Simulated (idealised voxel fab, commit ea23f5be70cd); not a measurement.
voxel wiring stack: a process module
200 nm wide, 5 nm square cells: that's cross-section cut.
The cross-sections in this document take the form of a grid made of square cells. They are written out as bands, in order from top to bottom. Each band consists of one or more rows of cells.
Within each band entry, the heights of the top and of the bottom of the band appear first, in that order and in nm; the materials of the band then follow from left to right, each with its corresponding width in nm. The designation "edge to edge" on a single material indicates that it fills the band from edge to edge; the designation "air" indicates empty space.
Below 0: as-received wafer, all one material; heights counted from there. Lowest band: no bottom, goes on down, written "from 0 down".
The notation "30->40" denotes a width that varies across the rows of cells in the band, beginning at the first number in the top row, finishing at the second number in the bottom row, and changing by an identical amount from each row to the next.
Reading "no change occurred" for a step: not a cell of the cross-section changed in it.
Look at "Closed void listing" for the closed voids: empty spaces with no open path to the top, sized 8 cells or up. Each is width x height at distance, distance from the left edge, all nm.
It should be noted that, on the line of a given step, the content following the step's settings is a remark produced by the simulator itself with respect to that step.
Regarding "overlay nm": on a step with a mask, it is the distance the mask lay to the right of its planned place; a negative value places it to the left.

Process steps foreseen in the plan
- 1: RECEIVE | material Si
- 2: CONFORMAL_DEP | material SiO2 | thk nm 10
- 3: CONFORMAL_DEP | material SiN | thk nm 5
- 4: DIRECTIONAL_DEP | material SiO2 | thk nm 25
- 5: MASKED_ETCH | tone open | mask id METAL_1 | width nm 25 | pitch nm 55 | etch materials SiO2 | depth nm 25 | overlay nm 0
- 6: MASKED_ETCH | tone open | mask id METAL_1 | width nm 25 | pitch nm 55 | etch materials SiN | depth nm 5 | overlay nm 0
- 7: CONFORMAL_DEP | material TiN | thk nm 5
- 8: FILL_DEP | material W | thk nm 5
- 9: CMP | height nm 40
- 10: EPI | material Ru | thk nm 5
- 11: FILL_DEP | material SiCN | thk nm 5
- 12: DIRECTIONAL_DEP | material lowk | thk nm 25
- 13: PATTERN | tone open | mask id METAL_2 | material resist | width nm 25 | pitch nm 55 | thk nm 15 | overlay nm 0
- 14: DIRECTIONAL_ETCH | etch materials lowk | depth nm 15
- 15: STRIP | etch materials resist
- 16: MASKED_ETCH | tone open | mask id METAL_2_HOLES | width nm 15 | pitch nm 55 | etch materials lowk | depth nm 10 | overlay nm 0
- 17: MASKED_ETCH | tone open | mask id METAL_2_HOLES | width nm 15 | pitch nm 55 | etch materials SiCN | depth nm 5 | overlay nm 0
- 18: CONFORMAL_DEP | material TiN | thk nm 5
- 19: FILL_DEP | material Cu | thk nm 5
- 20: CMP | height nm 75
- 21: CONFORMAL_DEP | material SiN | thk nm 5

Shown in cross-section is the wafer as received, that is, as it stands after step 1
> from 0 down  Si edge to edge
> Closed void listing: none

Cross-section, first of two wafers, end of module, run as planned
> from 80 to 75  SiN edge to edge
> from 75 to 65  lowk 60 nm; TiN 5 nm; Cu 15 nm; TiN 5 nm; lowk 30 nm; TiN 5 nm; Cu 15 nm; TiN 5 nm; lowk 60 nm
> from 65 to 60  lowk 60 nm; TiN 5 nm; Cu 5 nm; TiN 15 nm; lowk 30 nm; TiN 5 nm; Cu 5 nm; TiN 15 nm; lowk 60 nm
> from 60 to 50  lowk 60 nm; TiN 5 nm; Cu 5 nm; TiN 5 nm; lowk 40 nm; TiN 5 nm; Cu 5 nm; TiN 5 nm; lowk 70 nm
> from 50 to 45  SiCN 60 nm; TiN 15 nm; SiCN 40 nm; TiN 15 nm; SiCN 70 nm
> from 45 to 40  SiCN 55 nm; Ru 35 nm; SiCN 20 nm; Ru 35 nm; SiCN 55 nm
> from 40 to 15  SiO2 60 nm; TiN 5 nm; W 15 nm; TiN 5 nm; SiO2 30 nm; TiN 5 nm; W 15 nm; TiN 5 nm; SiO2 60 nm
> from 15 to 10  SiN 60 nm; TiN 25 nm; SiN 30 nm; TiN 25 nm; SiN 60 nm
> from 10 to 0  SiO2 edge to edge
> from 0 down  Si edge to edge
> Closed void listing: none

This is the second of the two wafers, cross-sectioned at the end of the module; it started exactly like the first and was given the same plan, but it was run with one mistake
> from 80 to 75  SiN edge to edge
> from 75 to 65  lowk 60 nm; TiN 5 nm; Cu 15 nm; TiN 5 nm; lowk 30 nm; TiN 5 nm; Cu 15 nm; TiN 5 nm; lowk 60 nm
> from 65 to 60  lowk 60 nm; TiN 5 nm; Cu 5 nm; TiN 15 nm; lowk 30 nm; TiN 5 nm; Cu 5 nm; TiN 15 nm; lowk 60 nm
> from 60 to 50  lowk 60 nm; TiN 5 nm; Cu 5 nm; TiN 5 nm; lowk 40 nm; TiN 5 nm; Cu 5 nm; TiN 5 nm; lowk 70 nm
> from 50 to 45  SiCN 60 nm; TiN 15 nm; SiCN 40 nm; TiN 15 nm; SiCN 70 nm
> from 45 to 40  SiCN 55 nm; Ru 35 nm; SiCN 20 nm; Ru 35 nm; SiCN 55 nm
> from 40 to 15  SiO2 60 nm; TiN 5 nm; W 15 nm; TiN 5 nm; SiO2 30 nm; TiN 5 nm; W 15 nm; TiN 5 nm; SiO2 60 nm
> from 15 to 10  SiN 60 nm; TiN 25 nm; SiN 30 nm; TiN 25 nm; SiN 60 nm
> from 10 to 0  Ru edge to edge
> from 0 down  Si edge to edge
> Closed void listing: none
Run error: note that step 2 departed from the planned setting and was carried out as CONFORMAL_DEP | material Ru | thk nm 10
The second wafer ends with more or fewer cells of some materials than the first, per final count: Ru +80, SiO2 -80
